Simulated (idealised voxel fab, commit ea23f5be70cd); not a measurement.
process module | voxel lift off
cross-section cut | 190 nm wide | cells 5 nm
A cross-section is a grid of square cells, given in bands from the top down. A band is one or more rows of cells.
Each band's line starts with the height of the band's top and of its bottom, in nm. Then come its materials from left to right, each with its width in nm. One material with "throughout" fills the band from edge to edge. "air" is empty space.
Height 0 is the level under which the wafer as received is all one material. The lowest band goes on downwards, as in "0 down".
A width such as "30 to 40" changes by the same amount from each row of cells to the next, from the band's top row to its bottom row.
"no change" after a step means that no cell of the cross-section changed.
closed voids: empty space of 8 cells or more with no open way to the top, each as width x height at its distance from the left edge, in nm
after a step's settings: what the simulator itself notes on the step
overlay nm, on a step with a mask: how far to the right of its planned place the mask lay; to the left if negative
plan
1 op RECEIVE | material Si
2 op CONFORMAL_DEP | material SiN | thk nm 15
3 op PATTERN | tone open | mask id LINES | material resist | width nm 15 | pitch nm 55 | thk nm 20 | overlay nm 0
4 op DIRECTIONAL_DEP | material Ru | thk nm 5
5 op STRIP | etch materials resist
6 op CONFORMAL_DEP | material SiCN | thk nm 5
varied across the wafers: width nm of step 3. The plan shows the first wafer's value. All wafers start alike
first wafer as received, after step 1
  0 down: Si throughout
  closed voids: none
each wafer at the end: cells of each material gained (+) or lost (-) since it was received, then its closed voids
width nm 15 | +9 Ru | +44 SiCN | +114 SiN | closed voids: none
width nm 20 | +12 Ru | +44 SiCN | +114 SiN | closed voids: none
width nm 25 | +15 Ru | +44 SiCN | +114 SiN | closed voids: none
width nm 30 | +18 Ru | +44 SiCN | +114 SiN | closed voids: none
width nm 35 | +21 Ru | +44 SiCN | +114 SiN | closed voids: none
width nm 40 | +24 Ru | +44 SiCN | +114 SiN | closed voids: none
